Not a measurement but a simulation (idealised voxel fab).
The process module presented herein is designated voxel transistor to metal.
Section shown: cut. Width: 205 nm. Cell size: 5 nm, square.
Bands, listed from the top down, are how a cross-section gets written in this document; the cross-section itself is a grid of square cells, and a band is one or more rows of them.
First you get the band's top height and its bottom height, in nm, and then the materials it's made of, left to right, with each width in nm. If you see a single material with "all across", that one covers the band edge to edge. "air" is empty space.
Zero point of the height axis is 0; under it, received wafer = one material. Lowest band: continues down indefinitely, "0..down".
The width entry "30..40" should be interpreted row by row: the top row of cells in the band takes the first number, the bottom row takes the second number, and the change between adjacent rows is uniform throughout.
The cross-section has no changed cell in any step marked "no modification".
The list in "Sealed internal voids" covers empty spaces of 8 cells or more that cannot reach the top through any open way, and it gives each as width x height at distance; the distance is from the left edge, and width, height and distance are in nm.
Post-settings text on a step line: simulator's own remark regarding the step.
overlay nm: where the mask lay relative to plan, measured to the right, on steps with a mask; negatives go left.
Pairs, read this way: before one process step on the one hand, after it on the other, the after cross-section ending at the lowest band that changed; the step between, settings included, beneath. Same starting wafer throughout, but possibly different runs of this module, so no pair continues from the pair above unless its entry headed "Pre-step geometry" says so.
## Pre-step geometry
> 0..down  Si all across
> Sealed internal voids: none
## Cross-Section Thereafter
> 5..0  SiO2 all across
> Below 0, no change.
> Sealed internal voids: none
Step, before to after (see cross-sections above): CONFORMAL_DEP | material SiO2 | thk nm 5
Pre-step geometry: refer to the pair immediately above; the cross-section shown after its step is the state before this one.
## Cross-Section Thereafter
> 20..5  SiN all across
> Below 5, no change.
> Sealed internal voids: none
Step, before to after (see cross-sections above): CONFORMAL_DEP | material SiN | thk nm 15
Pre-step geometry: refer to the pair immediately above; the cross-section shown after its step is the state before this one.
## Cross-Section Thereafter
> 35..20  aC all across
> Below 20, no change.
> Sealed internal voids: none
Step, before to after (see cross-sections above): DIRECTIONAL_DEP | material aC | thk nm 15
Pre-step geometry: refer to the pair immediately above; the cross-section shown after its step is the state before this one.
## Cross-Section Thereafter
> 65..35  50 nm air, then 105 nm resist, then 50 nm air
> Below 35, no change.
> Sealed internal voids: none
Step, before to after (see cross-sections above): PATTERN | tone cover | mask id ACTIVE | material resist | width nm 105 | thk nm 30 | overlay nm 0
Pre-step geometry: refer to the pair immediately above; the cross-section shown after its step is the state before this one.
## Cross-Section Thereafter
> 50..35  50 nm air, then 105 nm resist, then 50 nm air
> 35..20  50 nm air, then 105 nm aC, then 50 nm air
> Below 20, no change.
> Sealed internal voids: none
Step, before to after (see cross-sections above): DIRECTIONAL_ETCH | etch materials aC | depth nm 15
Pre-step geometry: refer to the pair immediately above; the cross-section shown after its step is the state before this one.
## Cross-Section Thereafter
> 35..20  50 nm air, then 105 nm aC, then 50 nm air
> Below 20, no change.
> Sealed internal voids: none
Step, before to after (see cross-sections above): STRIP | etch materials resist
Pre-step geometry: refer to the pair immediately above; the cross-section shown after its step is the state before this one.
## Cross-Section Thereafter
> 35..20  50 nm air, then 105 nm aC, then 50 nm air
> 20..5  50 nm air, then 105 nm SiN, then 50 nm air
> Below 5, no change.
> Sealed internal voids: none
Step, before to after (see cross-sections above): DIRECTIONAL_ETCH | etch materials SiN | depth nm 15
Pre-step geometry: refer to the pair immediately above; the cross-section shown after its step is the state before this one.
## Cross-Section Thereafter
> 35..20  50 nm air, then 105 nm aC, then 50 nm air
> 20..5  50 nm air, then 105 nm SiN, then 50 nm air
> 5..0  50 nm air, then 105 nm SiO2, then 50 nm air
> Below 0, no change.
> Sealed internal voids: none
Step, before to after (see cross-sections above): DIRECTIONAL_ETCH | etch materials SiO2 | depth nm 5
Pre-step geometry: refer to the pair immediately above; the cross-section shown after its step is the state before this one.
## Cross-Section Thereafter
> 35..20  50 nm air, then 105 nm aC, then 50 nm air
> 20..5  50 nm air, then 105 nm SiN, then 50 nm air
> 5..0  50 nm air, then 105 nm SiO2, then 50 nm air
> 0..-35  50 nm air, then 105 nm Si, then 50 nm air
> Below -35, no change.
> Sealed internal voids: none
Step, before to after (see cross-sections above): DIRECTIONAL_ETCH | etch materials Si | depth nm 35
Pre-step geometry: refer to the pair immediately above; the cross-section shown after its step is the state before this one.
## Cross-Section Thereafter
> 20..5  50 nm air, then 105 nm SiN, then 50 nm air
> Below 5, no change.
> Sealed internal voids: none
Step, before to after (see cross-sections above): STRIP | etch materials aC
Pre-step geometry: refer to the pair immediately above; the cross-section shown after its step is the state before this one.
## Cross-Section Thereafter
> 35..20  SiO2 all across
> 20..5  50 nm SiO2, then 105 nm SiN, then 50 nm SiO2
> 5..0  SiO2 all across
> 0..-35  50 nm SiO2, then 105 nm Si, then 50 nm SiO2
> Below -35, no change.
> Sealed internal voids: none
Step, before to after (see cross-sections above): FILL_DEP | material SiO2 | thk nm 15
Pre-step geometry: refer to the pair immediately above; the cross-section shown after its step is the state before this one.
## Cross-Section Thereafter
> 20..5  50 nm SiO2, then 105 nm SiN, then 50 nm SiO2
> Below 5, no change.
> Sealed internal voids: none
Step, before to after (see cross-sections above): CMP | height nm 20
Pre-step geometry: refer to the pair immediately above; the cross-section shown after its step is the state before this one.
## Cross-Section Thereafter
> 20..5  50 nm air, then 105 nm SiN, then 50 nm air
> Below 5, no change.
> Sealed internal voids: none
Step, before to after (see cross-sections above): SELECTIVE_ETCH | etch materials SiO2 | depth nm 15
Pre-step geometry: refer to the pair immediately above; the cross-section shown after its step is the state before this one.
## Cross-Section Thereafter
> 5..0  SiO2 all across
> Below 0, no change.
> Sealed internal voids: none
Step, before to after (see cross-sections above): STRIP | etch materials SiN
Pre-step geometry: refer to the pair immediately above; the cross-section shown after its step is the state before this one.
## Cross-Section Thereafter
> 0..-35  50 nm SiO2, then 105 nm Si, then 50 nm SiO2
> Below -35, no change.
> Sealed internal voids: none
Step, before to after (see cross-sections above): SELECTIVE_ETCH | etch materials SiO2 | depth nm 5
Pre-step geometry: refer to the pair immediately above; the cross-section shown after its step is the state before this one.
## Cross-Section Thereafter
> 0..-5  SiO2 all across
> Below -5, no change.
> Sealed internal voids: none
Step, before to after (see cross-sections above): OXIDIZE | depth nm 5
Pre-step geometry: refer to the pair immediately above; the cross-section shown after its step is the state before this one.
## Cross-Section Thereafter
> 20..0  polySi all across
> Below 0, no change.
> Sealed internal voids: none
Step, before to after (see cross-sections above): DIRECTIONAL_DEP | material polySi | thk nm 20
Pre-step geometry: refer to the pair immediately above; the cross-section shown after its step is the state before this one.
## Cross-Section Thereafter
> 30..20  SiCN all across
> Below 20, no change.
> Sealed internal voids: none
Step, before to after (see cross-sections above): DIRECTIONAL_DEP | material SiCN | thk nm 10
Pre-step geometry: refer to the pair immediately above; the cross-section shown after its step is the state before this one.
## Cross-Section Thereafter
> 30..20  90 nm air, then 25 nm SiCN, then 90 nm air
> Below 20, no change.
> Sealed internal voids: none
Step, before to after (see cross-sections above): MASKED_ETCH | tone cover | mask id GATE | width nm 25 | etch materials SiCN | depth nm 20 | overlay nm 0
Pre-step geometry: refer to the pair immediately above; the cross-section shown after its step is the state before this one.
## Cross-Section Thereafter
> 30..20  90 nm air, then 25 nm SiCN, then 90 nm air
> 20..0  90 nm air, then 25 nm polySi, then 90 nm air
> Below 0, no change.
> Sealed internal voids: none
Step, before to after (see cross-sections above): MASKED_ETCH | tone cover | mask id GATE | width nm 25 | etch materials polySi | depth nm 30 | overlay nm 0
Pre-step geometry: refer to the pair immediately above; the cross-section shown after its step is the state before this one.
## Cross-Section Thereafter
> 35..30  85 nm air, then 35 nm SiO2, then 85 nm air
> 30..20  85 nm air, then 5 nm SiO2, then 25 nm SiCN, then 5 nm SiO2, then 85 nm air
> 20..5  85 nm air, then 5 nm SiO2, then 25 nm polySi, then 5 nm SiO2, then 85 nm air
> 5..0  90 nm SiO2, then 25 nm polySi, then 90 nm SiO2
> Below 0, no change.
> Sealed internal voids: none
Step, before to after (see cross-sections above): CONFORMAL_DEP | material SiO2 | thk nm 5
Pre-step geometry: refer to the pair immediately above; the cross-section shown after its step is the state before this one.
## Cross-Section Thereafter
> 30..20  85 nm air, then 5 nm SiO2, then 25 nm SiCN, then 5 nm SiO2, then 85 nm air
> 20..0  85 nm air, then 5 nm SiO2, then 25 nm polySi, then 5 nm SiO2, then 85 nm air
> Below 0, no change.
> Sealed internal voids: none
Step, before to after (see cross-sections above): DIRECTIONAL_ETCH | etch materials SiO2 | depth nm 5
Pre-step geometry: refer to the pair immediately above; the cross-section shown after its step is the state before this one.
## Cross-Section Thereafter
> 40..30  75 nm air, then 55 nm SiN, then 75 nm air
> 30..20  75 nm air, then 10 nm SiN, then 5 nm SiO2, then 25 nm SiCN, then 5 nm SiO2, then 10 nm SiN, then 75 nm air
> 20..10  75 nm air, then 10 nm SiN, then 5 nm SiO2, then 25 nm polySi, then 5 nm SiO2, then 10 nm SiN, then 75 nm air
> 10..0  85 nm SiN, then 5 nm SiO2, then 25 nm polySi, then 5 nm SiO2, then 85 nm SiN
> Below 0, no change.
> Sealed internal voids: none
Step, before to after (see cross-sections above): CONFORMAL_DEP | material SiN | thk nm 10
Pre-step geometry: refer to the pair immediately above; the cross-section shown after its step is the state before this one.
## Cross-Section Thereafter
> 30..20  75 nm air, then 10 nm SiN, then 5 nm SiO2, then 25 nm SiCN, then 5 nm SiO2, then 10 nm SiN, then 75 nm air
> 20..0  75 nm air, then 10 nm SiN, then 5 nm SiO2, then 25 nm polySi, then 5 nm SiO2, then 10 nm SiN, then 75 nm air
> Below 0, no change.
> Sealed internal voids: none
Step, before to after (see cross-sections above): DIRECTIONAL_ETCH | etch materials SiN | depth nm 10
Pre-step geometry: refer to the pair immediately above; the cross-section shown after its step is the state before this one.
## Cross-Section Thereafter
> 30..25  75 nm air, then 10 nm SiN, then 5 nm air, then 25 nm SiCN, then 5 nm air, then 10 nm SiN, then 75 nm air
> 25..20  75 nm air, then 10 nm SiN, then 5 nm SiO2, then 25 nm SiCN, then 5 nm SiO2, then 10 nm SiN, then 75 nm air
> 20..0  75 nm air, then 10 nm SiN, then 5 nm SiO2, then 25 nm polySi, then 5 nm SiO2, then 10 nm SiN, then 75 nm air
> 0..-5  75 nm air, then 55 nm SiO2, then 75 nm air
> Below -5, no change.
> Sealed internal voids: none
Step, before to after (see cross-sections above): DIRECTIONAL_ETCH | etch materials SiO2 | depth nm 5
Pre-step geometry: refer to the pair immediately above; the cross-section shown after its step is the state before this one.
## Cross-Section Thereafter
> 30..25  75 nm air, then 10 nm SiN, then 5 nm air, then 25 nm SiCN, then 5 nm air, then 10 nm SiN, then 75 nm air
> 25..20  75 nm air, then 10 nm SiN, then 5 nm SiO2, then 25 nm SiCN, then 5 nm SiO2, then 10 nm SiN, then 75 nm air
> 20..0  75 nm air, then 10 nm SiN, then 5 nm SiO2, then 25 nm polySi, then 5 nm SiO2, then 10 nm SiN, then 75 nm air
> 0..-5  75 nm air, then 55 nm SiO2, then 75 nm air
> -5..-20  50 nm SiO2, then 25 nm air, then 55 nm Si, then 25 nm air, then 50 nm SiO2
> Below -20, no change.
> Sealed internal voids: none
Step, before to after (see cross-sections above): DIRECTIONAL_ETCH | etch materials Si | depth nm 15
Pre-step geometry: refer to the pair immediately above; the cross-section shown after its step is the state before this one.
## Cross-Section Thereafter
> 30..25  75 nm air, then 10 nm SiN, then 5 nm air, then 25 nm SiCN, then 5 nm air, then 10 nm SiN, then 75 nm air
> 25..20  75 nm air, then 10 nm SiN, then 5 nm SiO2, then 25 nm SiCN, then 5 nm SiO2, then 10 nm SiN, then 75 nm air
> 20..10  75 nm air, then 10 nm SiN, then 5 nm SiO2, then 25 nm polySi, then 5 nm SiO2, then 10 nm SiN, then 75 nm air
> 10..0  60 nm air, then 15 nm nSi, then 10 nm SiN, then 5 nm SiO2, then 25 nm polySi, then 5 nm SiO2, then 10 nm SiN, then 15 nm nSi, then 60 nm air
> 0..-5  60 nm air, then 15 nm nSi, then 55 nm SiO2, then 15 nm nSi, then 60 nm air
> -5..-20  50 nm SiO2, then 25 nm nSi, then 55 nm Si, then 25 nm nSi, then 50 nm SiO2
> Below -20, no change.
> Sealed internal voids: none
Step, before to after (see cross-sections above): EPI | material nSi | thk nm 15
Pre-step geometry: refer to the pair immediately above; the cross-section shown after its step is the state before this one.
## Cross-Section Thereafter
> 35..30  SiO2 all across
> 30..20  75 nm SiO2, then 10 nm SiN, then 5 nm SiO2, then 25 nm SiCN, then 5 nm SiO2, then 10 nm SiN, then 75 nm SiO2
> 20..10  75 nm SiO2, then 10 nm SiN, then 5 nm SiO2, then 25 nm polySi, then 5 nm SiO2, then 10 nm SiN, then 75 nm SiO2
> 10..0  60 nm SiO2, then 15 nm nSi, then 10 nm SiN, then 5 nm SiO2, then 25 nm polySi, then 5 nm SiO2, then 10 nm SiN, then 15 nm nSi, then 60 nm SiO2
> 0..-5  60 nm SiO2, then 15 nm nSi, then 55 nm SiO2, then 15 nm nSi, then 60 nm SiO2
> Below -5, no change.
> Sealed internal voids: none
Step, before to after (see cross-sections above): FILL_DEP | material SiO2 | thk nm 5
Pre-step geometry: refer to the pair immediately above; the cross-section shown after its step is the state before this one.
## Cross-Section Thereafter
> 30..20  75 nm SiO2, then 10 nm SiN, then 5 nm SiO2, then 25 nm SiCN, then 5 nm SiO2, then 10 nm SiN, then 75 nm SiO2
> Below 20, no change.
> Sealed internal voids: none
Step, before to after (see cross-sections above): CMP | height nm 30
Pre-step geometry: refer to the pair immediately above; the cross-section shown after its step is the state before this one.
## Cross-Section Thereafter
> 45..30  SiO2 all across
> Below 30, no change.
> Sealed internal voids: none
Step, before to after (see cross-sections above): DIRECTIONAL_DEP | material SiO2 | thk nm 15
Pre-step geometry: refer to the pair immediately above; the cross-section shown after its step is the state before this one.
## Cross-Section Thereafter
> 65..45  60 nm resist, then 25 nm air, then 35 nm resist, then 25 nm air, then 60 nm resist
> Below 45, no change.
> Sealed internal voids: none
Step, before to after (see cross-sections above): PATTERN | tone open | mask id CONTACT | material resist | width nm 25 | pitch nm 60 | thk nm 20 | overlay nm 0
Pre-step geometry: refer to the pair immediately above; the cross-section shown after its step is the state before this one.
## Cross-Section Thereafter
> 65..45  60 nm resist, then 25 nm air, then 35 nm resist, then 25 nm air, then 60 nm resist
> 45..30  60 nm SiO2, then 25 nm air, then 35 nm SiO2, then 25 nm air, then 60 nm SiO2
> 30..20  60 nm SiO2, then 15 nm air, then 10 nm SiN, then 5 nm SiO2, then 25 nm SiCN, then 5 nm SiO2, then 10 nm SiN, then 15 nm air, then 60 nm SiO2
> 20..10  60 nm SiO2, then 15 nm air, then 10 nm SiN, then 5 nm SiO2, then 25 nm polySi, then 5 nm SiO2, then 10 nm SiN, then 15 nm air, then 60 nm SiO2
> Below 10, no change.
> Sealed internal voids: none
Step, before to after (see cross-sections above): DIRECTIONAL_ETCH | etch materials SiO2 | depth nm 35
Pre-step geometry: refer to the pair immediately above; the cross-section shown after its step is the state before this one.
## Cross-Section Thereafter
> 45..30  60 nm SiO2, then 25 nm air, then 35 nm SiO2, then 25 nm air, then 60 nm SiO2
> Below 30, no change.
> Sealed internal voids: none
Step, before to after (see cross-sections above): STRIP | etch materials resist
Pre-step geometry: refer to the pair immediately above; the cross-section shown after its step is the state before this one.
## Cross-Section Thereafter
> 50..45  65 nm TiN, then 15 nm air, then 45 nm TiN, then 15 nm air, then 65 nm TiN
> 45..35  60 nm SiO2, then 5 nm TiN, then 15 nm air, then 5 nm TiN, then 35 nm SiO2, then 5 nm TiN, then 15 nm air, then 5 nm TiN, then 60 nm SiO2
> 35..30  60 nm SiO2, then 5 nm TiN, then 5 nm air, then 15 nm TiN, then 35 nm SiO2, then 15 nm TiN, then 5 nm air, then 5 nm TiN, then 60 nm SiO2
> 30..20  60 nm SiO2, then 5 nm TiN, then 5 nm air, then 5 nm TiN, then 10 nm SiN, then 5 nm SiO2, then 25 nm SiCN, then 5 nm SiO2, then 10 nm SiN, then 5 nm TiN, then 5 nm air, then 5 nm TiN, then 60 nm SiO2
> 20..15  60 nm SiO2, then 5 nm TiN, then 5 nm air, then 5 nm TiN, then 10 nm SiN, then 5 nm SiO2, then 25 nm polySi, then 5 nm SiO2, then 10 nm SiN, then 5 nm TiN, then 5 nm air, then 5 nm TiN, then 60 nm SiO2
> 15..10  60 nm SiO2, then 15 nm TiN, then 10 nm SiN, then 5 nm SiO2, then 25 nm polySi, then 5 nm SiO2, then 10 nm SiN, then 15 nm TiN, then 60 nm SiO2
> Below 10, no change.
> Sealed internal voids: none
Step, before to after (see cross-sections above): CONFORMAL_DEP | material TiN | thk nm 5
Pre-step geometry: refer to the pair immediately above; the cross-section shown after its step is the state before this one.
## Cross-Section Thereafter
> 55..50  Ru all across
> 50..45  65 nm TiN, then 15 nm Ru, then 45 nm TiN, then 15 nm Ru, then 65 nm TiN
> 45..35  60 nm SiO2, then 5 nm TiN, then 15 nm Ru, then 5 nm TiN, then 35 nm SiO2, then 5 nm TiN, then 15 nm Ru, then 5 nm TiN, then 60 nm SiO2
> 35..30  60 nm SiO2, then 5 nm TiN, then 5 nm Ru, then 15 nm TiN, then 35 nm SiO2, then 15 nm TiN, then 5 nm Ru, then 5 nm TiN, then 60 nm SiO2
> 30..20  60 nm SiO2, then 5 nm TiN, then 5 nm Ru, then 5 nm TiN, then 10 nm SiN, then 5 nm SiO2, then 25 nm SiCN, then 5 nm SiO2, then 10 nm SiN, then 5 nm TiN, then 5 nm Ru, then 5 nm TiN, then 60 nm SiO2
> 20..15  60 nm SiO2, then 5 nm TiN, then 5 nm Ru, then 5 nm TiN, then 10 nm SiN, then 5 nm SiO2, then 25 nm polySi, then 5 nm SiO2, then 10 nm SiN, then 5 nm TiN, then 5 nm Ru, then 5 nm TiN, then 60 nm SiO2
> Below 15, no change.
> Sealed internal voids: none
Step, before to after (see cross-sections above): FILL_DEP | material Ru | thk nm 5
Pre-step geometry: refer to the pair immediately above; the cross-section shown after its step is the state before this one.
## Cross-Section Thereafter
> 45..35  60 nm SiO2, then 5 nm TiN, then 15 nm Ru, then 5 nm TiN, then 35 nm SiO2, then 5 nm TiN, then 15 nm Ru, then 5 nm TiN, then 60 nm SiO2
> Below 35, no change.
> Sealed internal voids: none
Step, before to after (see cross-sections above): CMP | height nm 45
Pre-step geometry: refer to the pair immediately above; the cross-section shown after its step is the state before this one.
## Cross-Section Thereafter
> 50..45  TiN all across
> Below 45, no change.
> Sealed internal voids: none
Step, before to after (see cross-sections above): DIRECTIONAL_DEP | material TiN | thk nm 5
Pre-step geometry: refer to the pair immediately above; the cross-section shown after its step is the state before this one.
## Cross-Section Thereafter
> 70..50  Ru all across
> Below 50, no change.
> Sealed internal voids: none
Step, before to after (see cross-sections above): DIRECTIONAL_DEP | material Ru | thk nm 20
Pre-step geometry: refer to the pair immediately above; the cross-section shown after its step is the state before this one.
## Cross-Section Thereafter
> 90..70  60 nm air, then 15 nm resist, then 55 nm air, then 15 nm resist, then 60 nm air
> Below 70, no change.
> Sealed internal voids: none
Step, before to after (see cross-sections above): PATTERN | tone cover | mask id METAL_1 | material resist | width nm 15 | pitch nm 70 | thk nm 20 | overlay nm 0
Pre-step geometry: refer to the pair immediately above; the cross-section shown after its step is the state before this one.
## Cross-Section Thereafter
> 90..70  60 nm air, then 15 nm resist, then 55 nm air, then 15 nm resist, then 60 nm air
> 70..50  60 nm air, then 15 nm Ru, then 55 nm air, then 15 nm Ru, then 60 nm air
> Below 50, no change.
> Sealed internal voids: none
Step, before to after (see cross-sections above): DIRECTIONAL_ETCH | etch materials Ru | depth nm 20
Pre-step geometry: refer to the pair immediately above; the cross-section shown after its step is the state before this one.
## Cross-Section Thereafter
> 90..70  60 nm air, then 15 nm resist, then 55 nm air, then 15 nm resist, then 60 nm air
> 70..50  60 nm air, then 15 nm Ru, then 55 nm air, then 15 nm Ru, then 60 nm air
> 50..45  60 nm air, then 15 nm TiN, then 55 nm air, then 15 nm TiN, then 60 nm air
> Below 45, no change.
> Sealed internal voids: none
Step, before to after (see cross-sections above): DIRECTIONAL_ETCH | etch materials TiN | depth nm 5
Pre-step geometry: refer to the pair immediately above; the cross-section shown after its step is the state before this one.
## Cross-Section Thereafter
> 70..50  60 nm air, then 15 nm Ru, then 55 nm air, then 15 nm Ru, then 60 nm air
> Below 50, no change.
> Sealed internal voids: none
Step, before to after (see cross-sections above): STRIP | etch materials resist
Pre-step geometry: refer to the pair immediately above; the cross-section shown after its step is the state before this one.
## Cross-Section Thereafter
> 75..70  55 nm air, then 25 nm SiN, then 45 nm air, then 25 nm SiN, then 55 nm air
> 70..50  55 nm air, then 5 nm SiN, then 15 nm Ru, then 5 nm SiN, then 45 nm air, then 5 nm SiN, then 15 nm Ru, then 5 nm SiN, then 55 nm air
> 50..45  60 nm SiN, then 15 nm TiN, then 55 nm SiN, then 15 nm TiN, then 60 nm SiN
> Below 45, no change.
> Sealed internal voids: none
Step, before to after (see cross-sections above): CONFORMAL_DEP | material SiN | thk nm 5
Pre-step geometry: refer to the pair immediately above; the cross-section shown after its step is the state before this one.
## Cross-Section Thereafter
> 80..75  SiO2 all across
> 75..70  55 nm SiO2, then 25 nm SiN, then 45 nm SiO2, then 25 nm SiN, then 55 nm SiO2
> 70..50  55 nm SiO2, then 5 nm SiN, then 15 nm Ru, then 5 nm SiN, then 45 nm SiO2, then 5 nm SiN, then 15 nm Ru, then 5 nm SiN, then 55 nm SiO2
> Below 50, no change.
> Sealed internal voids: none
Step, before to after (see cross-sections above): FILL_DEP | material SiO2 | thk nm 5
Pre-step geometry: refer to the pair immediately above; the cross-section shown after its step is the state before this one.
## Cross-Section Thereafter
> 70..50  55 nm SiO2, then 5 nm SiN, then 15 nm Ru, then 5 nm SiN, then 45 nm SiO2, then 5 nm SiN, then 15 nm Ru, then 5 nm SiN, then 55 nm SiO2
> Below 50, no change.
> Sealed internal voids: none
Step, before to after (see cross-sections above): CMP | height nm 70
Pre-step geometry: refer to the pair immediately above; the cross-section shown after its step is the state before this one.
## Cross-Section Thereafter
> 75..70  SiN all across
> Below 70, no change.
> Sealed internal voids: none
Step, before to after (see cross-sections above): CONFORMAL_DEP | material SiN | thk nm 5
## Pre-step geometry
> 30..20  90 nm air, then 25 nm SiCN, then 90 nm air
> 20..0  90 nm air, then 25 nm polySi, then 90 nm air
> 0..-5  SiO2 all across
> -5..-35  50 nm SiO2, then 105 nm Si, then 50 nm SiO2
> -35..down  Si all across
> Sealed internal voids: none
## Cross-Section Thereafter
> 30..20  90 nm air, then 25 nm SiCN, then 90 nm air
> 20..0  90 nm air, then 25 nm polySi, then 90 nm air
> 0..-5  90 nm air, then 25 nm SiO2, then 90 nm air
> Below -5, no change.
> Sealed internal voids: none
Step, before to after (see cross-sections above): DIRECTIONAL_ETCH | etch materials SiO2 | depth nm 5
Pre-step geometry: refer to the pair immediately above; the cross-section shown after its step is the state before this one.
## Cross-Section Thereafter
> 40..30  80 nm air, then 45 nm SiN, then 80 nm air
> 30..20  80 nm air, then 10 nm SiN, then 25 nm SiCN, then 10 nm SiN, then 80 nm air
> 20..5  80 nm air, then 10 nm SiN, then 25 nm polySi, then 10 nm SiN, then 80 nm air
> 5..0  90 nm SiN, then 25 nm polySi, then 90 nm SiN
> 0..-5  90 nm SiN, then 25 nm SiO2, then 90 nm SiN
> Below -5, no change.
> Sealed internal voids: none
Step, before to after (see cross-sections above): CONFORMAL_DEP | material SiN | thk nm 10
Pre-step geometry: refer to the pair immediately above; the cross-section shown after its step is the state before this one.
## Cross-Section Thereafter
> 30..20  80 nm air, then 10 nm SiN, then 25 nm SiCN, then 10 nm SiN, then 80 nm air
> 20..0  80 nm air, then 10 nm SiN, then 25 nm polySi, then 10 nm SiN, then 80 nm air
> 0..-5  80 nm air, then 10 nm SiN, then 25 nm SiO2, then 10 nm SiN, then 80 nm air
> Below -5, no change.
> Sealed internal voids: none
Step, before to after (see cross-sections above): DIRECTIONAL_ETCH | etch materials SiN | depth nm 10
Pre-step geometry: refer to the pair immediately above; the cross-section shown after its step is the state before this one.
## Cross-Section Thereafter
> 30..20  80 nm air, then 10 nm SiN, then 25 nm SiCN, then 10 nm SiN, then 80 nm air
> 20..0  80 nm air, then 10 nm SiN, then 25 nm polySi, then 10 nm SiN, then 80 nm air
> 0..-5  80 nm air, then 10 nm SiN, then 25 nm SiO2, then 10 nm SiN, then 80 nm air
> -5..-10  50 nm air, then 105 nm Si, then 50 nm air
> Below -10, no change.
> Sealed internal voids: none
Step, before to after (see cross-sections above): DIRECTIONAL_ETCH | etch materials SiO2 | depth nm 5
Pre-step geometry: refer to the pair immediately above; the cross-section shown after its step is the state before this one.
## Cross-Section Thereafter
> 30..20  80 nm air, then 10 nm SiN, then 25 nm SiCN, then 10 nm SiN, then 80 nm air
> 20..0  80 nm air, then 10 nm SiN, then 25 nm polySi, then 10 nm SiN, then 80 nm air
> 0..-5  80 nm air, then 10 nm SiN, then 25 nm SiO2, then 10 nm SiN, then 80 nm air
> -5..-10  80 nm air, then 45 nm Si, then 80 nm air
> -10..-20  50 nm SiO2, then 30 nm air, then 45 nm Si, then 30 nm air, then 50 nm SiO2
> Below -20, no change.
> Sealed internal voids: none
Step, before to after (see cross-sections above): DIRECTIONAL_ETCH | etch materials Si | depth nm 15
Pre-step geometry: refer to the pair immediately above; the cross-section shown after its step is the state before this one.
## Cross-Section Thereafter
> 30..20  80 nm air, then 10 nm SiN, then 25 nm SiCN, then 10 nm SiN, then 80 nm air
> 20..10  80 nm air, then 10 nm SiN, then 25 nm polySi, then 10 nm SiN, then 80 nm air
> 10..0  65 nm air, then 15 nm nSi, then 10 nm SiN, then 25 nm polySi, then 10 nm SiN, then 15 nm nSi, then 65 nm air
> 0..-5  65 nm air, then 15 nm nSi, then 10 nm SiN, then 25 nm SiO2, then 10 nm SiN, then 15 nm nSi, then 65 nm air
> -5..-10  45 nm air, then 35 nm nSi, then 45 nm Si, then 35 nm nSi, then 45 nm air
> -10..-20  50 nm SiO2, then 30 nm nSi, then 45 nm Si, then 30 nm nSi, then 50 nm SiO2
> Below -20, no change.
> Sealed internal voids: none
Step, before to after (see cross-sections above): EPI | material nSi | thk nm 15
Pre-step geometry: refer to the pair immediately above; the cross-section shown after its step is the state before this one.
## Cross-Section Thereafter
> 35..30  SiO2 all across
> 30..20  80 nm SiO2, then 10 nm SiN, then 25 nm SiCN, then 10 nm SiN, then 80 nm SiO2
> 20..10  80 nm SiO2, then 10 nm SiN, then 25 nm polySi, then 10 nm SiN, then 80 nm SiO2
> 10..0  65 nm SiO2, then 15 nm nSi, then 10 nm SiN, then 25 nm polySi, then 10 nm SiN, then 15 nm nSi, then 65 nm SiO2
> 0..-5  65 nm SiO2, then 15 nm nSi, then 10 nm SiN, then 25 nm SiO2, then 10 nm SiN, then 15 nm nSi, then 65 nm SiO2
> -5..-10  45 nm SiO2, then 35 nm nSi, then 45 nm Si, then 35 nm nSi, then 45 nm SiO2
> Below -10, no change.
> Sealed internal voids: none
Step, before to after (see cross-sections above): FILL_DEP | material SiO2 | thk nm 5
Pre-step geometry: refer to the pair immediately above; the cross-section shown after its step is the state before this one.
## Cross-Section Thereafter
> 30..20  80 nm SiO2, then 10 nm SiN, then 25 nm SiCN, then 10 nm SiN, then 80 nm SiO2
> Below 20, no change.
> Sealed internal voids: none
Step, before to after (see cross-sections above): CMP | height nm 30
Pre-step geometry: refer to the pair immediately above; the cross-section shown after its step is the state before this one.
## Cross-Section Thereafter
> 45..30  SiO2 all across
> Below 30, no change.
> Sealed internal voids: none
Step, before to after (see cross-sections above): DIRECTIONAL_DEP | material SiO2 | thk nm 15
Pre-step geometry: refer to the pair immediately above; the cross-section shown after its step is the state before this one.
## Cross-Section Thereafter
> 65..45  60 nm resist, then 25 nm air, then 35 nm resist, then 25 nm air, then 60 nm resist
> Below 45, no change.
> Sealed internal voids: none
Step, before to after (see cross-sections above): PATTERN | tone open | mask id CONTACT | material resist | width nm 25 | pitch nm 60 | thk nm 20 | overlay nm 0
Pre-step geometry: refer to the pair immediately above; the cross-section shown after its step is the state before this one.
## Cross-Section Thereafter
> 65..45  60 nm resist, then 25 nm air, then 35 nm resist, then 25 nm air, then 60 nm resist
> 45..30  60 nm SiO2, then 25 nm air, then 35 nm SiO2, then 25 nm air, then 60 nm SiO2
> 30..20  60 nm SiO2, then 20 nm air, then 10 nm SiN, then 25 nm SiCN, then 10 nm SiN, then 20 nm air, then 60 nm SiO2
> 20..10  60 nm SiO2, then 20 nm air, then 10 nm SiN, then 25 nm polySi, then 10 nm SiN, then 20 nm air, then 60 nm SiO2
> Below 10, no change.
> Sealed internal voids: none
Step, before to after (see cross-sections above): DIRECTIONAL_ETCH | etch materials SiO2 | depth nm 35
Pre-step geometry: refer to the pair immediately above; the cross-section shown after its step is the state before this one.
## Cross-Section Thereafter
> 45..30  60 nm SiO2, then 25 nm air, then 35 nm SiO2, then 25 nm air, then 60 nm SiO2
> Below 30, no change.
> Sealed internal voids: none
Step, before to after (see cross-sections above): STRIP | etch materials resist
Pre-step geometry: refer to the pair immediately above; the cross-section shown after its step is the state before this one.
## Cross-Section Thereafter
> 50..45  65 nm TiN, then 15 nm air, then 45 nm TiN, then 15 nm air, then 65 nm TiN
> 45..35  60 nm SiO2, then 5 nm TiN, then 15 nm air, then 5 nm TiN, then 35 nm SiO2, then 5 nm TiN, then 15 nm air, then 5 nm TiN, then 60 nm SiO2
> 35..30  60 nm SiO2, then 5 nm TiN, then 10 nm air, then 10 nm TiN, then 35 nm SiO2, then 10 nm TiN, then 10 nm air, then 5 nm TiN, then 60 nm SiO2
> 30..20  60 nm SiO2, then 5 nm TiN, then 10 nm air, then 5 nm TiN, then 10 nm SiN, then 25 nm SiCN, then 10 nm SiN, then 5 nm TiN, then 10 nm air, then 5 nm TiN, then 60 nm SiO2
> 20..15  60 nm SiO2, then 5 nm TiN, then 10 nm air, then 5 nm TiN, then 10 nm SiN, then 25 nm polySi, then 10 nm SiN, then 5 nm TiN, then 10 nm air, then 5 nm TiN, then 60 nm SiO2
> 15..10  60 nm SiO2, then 20 nm TiN, then 10 nm SiN, then 25 nm polySi, then 10 nm SiN, then 20 nm TiN, then 60 nm SiO2
> Below 10, no change.
> Sealed internal voids: none
Step, before to after (see cross-sections above): CONFORMAL_DEP | material TiN | thk nm 5
